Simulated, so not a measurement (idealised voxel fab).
voxel capacitor over wiring: a process module
Cross-sectional view cut (width: 230 nm; square cell size: 5 nm).
How to read a cross-section here: the picture is a grid of square cells, written as bands going from the top down, and any band can span one or more rows of cells. Band entry format. Leading values: height of top, height of bottom, nm. Remainder: materials in left-to-right order, each with its width in nm. Special words: "everywhere" on a single material, which then fills the band edge to edge; "empty", empty space. Height is counted from the level 0, under which the received wafer is composed throughout of one material. The lowest of the bands is not closed at the bottom but continues downward, in the notation "0 nm and below". So if you see something like "30 to 40" for the width, read it as the top row of the band sitting at the first number and the bottom row at the second, with every row in between moving by the same amount as the last. Any step labelled "stayed the same" changed none of the cells in the cross-section. This entry, "Closed void table", enumerates those empty regions of no fewer than 8 cells that possess no open connection to the top. Each region is reported in the form width x height at distance, the distance being taken from the left edge, with all three quantities expressed in nm. On a step's line, text after the settings is the simulator commenting on that step. The optional step-line setting "overlay nm" applies to steps with a mask and quantifies how far to the right of its planned location the mask lay, a negative value indicating leftward placement.

## Listed below are the process steps as planned
1) RECEIVE (material Si)
2) CONFORMAL_DEP (material SiO2; thk nm 10)
3) CONFORMAL_DEP (material SiN; thk nm 5)
4) DIRECTIONAL_DEP (material lowk; thk nm 15)
5) PATTERN (tone open; mask id METAL_1; material resist; width nm 20; pitch nm 80; thk nm 20; overlay nm 0)
6) DIRECTIONAL_ETCH (etch materials lowk; depth nm 15)
7) DIRECTIONAL_ETCH (etch materials SiN; depth nm 5)
8) STRIP (etch materials resist)
9) CONFORMAL_DEP (material TiN; thk nm 5)
10) FILL_DEP (material W; thk nm 10)
11) CMP (height nm 30)
12) CONFORMAL_DEP (material SiCN; thk nm 5)
13) DIRECTIONAL_DEP (material SiO2; thk nm 15)
14) MASKED_ETCH (tone open; mask id PLUG_1; width nm 15; etch materials SiO2; depth nm 15; overlay nm 0)
15) MASKED_ETCH (tone open; mask id PLUG_1; width nm 15; etch materials SiCN; depth nm 5; overlay nm 0)
16) CONFORMAL_DEP (material TiN; thk nm 5)
17) FILL_DEP (material Ru; thk nm 10)
18) CMP (height nm 50)
19) DIRECTIONAL_DEP (material TiN; thk nm 5)
20) DIRECTIONAL_DEP (material Al2O3; thk nm 5)
21) DIRECTIONAL_DEP (material TiN; thk nm 5)
22) MASKED_ETCH (tone cover; mask id UPPER_PLATE; width nm 65; etch materials TiN; depth nm 5; overlay nm 0)
23) MASKED_ETCH (tone cover; mask id UPPER_PLATE; width nm 65; etch materials Al2O3; depth nm 5; overlay nm 0)
24) PATTERN (tone cover; mask id LOWER_PLATE; material resist; width nm 75; thk nm 20; overlay nm 0)
25) DIRECTIONAL_ETCH (etch materials TiN; depth nm 5)
26) STRIP (etch materials resist)
27) FILL_DEP (material SiO2; thk nm 15)
28) CMP (height nm 75)
29) MASKED_ETCH (tone open; mask id PLUG_2; width nm 15; etch materials SiO2; depth nm 10; overlay nm 0)
30) CONFORMAL_DEP (material TiN; thk nm 5)
31) FILL_DEP (material Ru; thk nm 10)
32) CMP (height nm 75)
33) CONFORMAL_DEP (material SiN; thk nm 5)

## Incoming wafer, cross-sectional view, post step 1
    0 nm and below: Si everywhere
    Closed void table: none

## Starting structure and process plan are as shown above, but one mistake was made in running the module; the wafer cross-section at the end of the module follows
    80 nm to 75 nm: SiN everywhere
    75 nm to 70 nm: SiO2: 80  TiN: 5  Ru: 5  TiN: 5  SiO2: 135
    70 nm to 60 nm: SiO2: 80 to 70  TiN: 15 to 65  SiO2: 135 to 95
    60 nm to 55 nm: SiO2: 70  Al2O3: 65  SiO2: 95
    55 nm to 50 nm: SiO2: 65  TiN: 75  SiO2: 90
    50 nm to 35 nm: SiO2: 70  TiN: 5  Ru: 5  TiN: 5  SiO2: 145
    35 nm to 30 nm: SiCN: 70  TiN: 15  SiCN: 145
    30 nm to 15 nm: Al2O3 everywhere
    15 nm to 10 nm: SiN everywhere
    10 nm to 0 nm: SiO2 everywhere
    0 nm and below: Si everywhere
    Closed void table: none
Processing error: step 4 was run on a setting that differed from the plan, and what really ran there is DIRECTIONAL_DEP (material Al2O3; thk nm 15)
